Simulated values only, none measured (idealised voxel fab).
Process module under the name voxel released beams
In the cross-section labelled cut, the width is 140 nm and each square cell is 5 nm.
For the purposes of this document, a cross-section shall be understood as a grid of square cells, specified as bands listed in top-to-bottom order, each band consisting of one or more rows of cells.
Look at the band entry: it leads with the top's height and the bottom's height in nm. Then it lists the materials left to right, with a width in nm for each. The word "throughout" on a single material says that material fills the band edge to edge. The word "empty" is empty space.
Zero point of the height axis is 0; under it, received wafer = one material. Lowest band: continues down indefinitely, "0 nm and below".
Width: "30->40" (first number = top row, second number = bottom row, same change from row to row of cells).
Any step labelled "everything unchanged" changed none of the cells in the cross-section.
For the entry "Closed void catalog", the listed items are empty spaces with no open way to the top whose size is 8 cells or more; each item follows the pattern width x height at distance, where distance is from the left edge and all three are in nm.
Text after the settings on a step's line: the simulator's own remark on that step.
If you see "overlay nm" on a step's line and that step has a mask, it's telling you how far right of where it was planned the mask ended up; a negative number means it went left instead.

[Process steps - plan]
| 1 | RECEIVE,material Si |
| 2 | CONFORMAL_DEP,material SiN,thk nm 5 |
| 3 | DIRECTIONAL_DEP,material SiO2,thk nm 10 |
| 4 | DIRECTIONAL_DEP,material aC,thk nm 15 |
| 5 | PATTERN,tone open,mask id ANCHOR,material resist,width nm 25,thk nm 30,overlay nm 0 |
| 6 | DIRECTIONAL_ETCH,etch materials aC,depth nm 15 |
| 7 | STRIP,etch materials resist |
| 8 | DIRECTIONAL_ETCH,etch materials SiO2,depth nm 10 |
| 9 | STRIP,etch materials aC |
| 10 | CONFORMAL_DEP,material W,thk nm 10 |
| 11 | MASKED_ETCH,tone cover,mask id BEAM,width nm 70,etch materials W,depth nm 5,overlay nm 0 |
| 12 | STRIP,etch materials SiO2 |
For this document, wafers share an identical start and vary in the step 11 depth nm; the plan quotes the first wafer's value.

[Cross-sectional view of the first of several wafers in the as-received condition, corresponding to the state following step 1]
    0 nm and below: Si throughout
    Closed void catalog: none

[Each row below is a wafer at the end of the module, listing for every material the number of cells it has gained (+) or lost (-) since it was received, followed by its closed voids]
depth nm 5 | +28 SiN | +46 SiO2 | +50 W | Closed void catalog: none
depth nm 10 | +28 SiN | +36 W | Closed void catalog: none
depth nm 15 | +28 SiN | +36 W | Closed void catalog: none
depth nm 20 | +28 SiN | +36 W | Closed void catalog: none
depth nm 25 | +28 SiN | +36 W | Closed void catalog: none
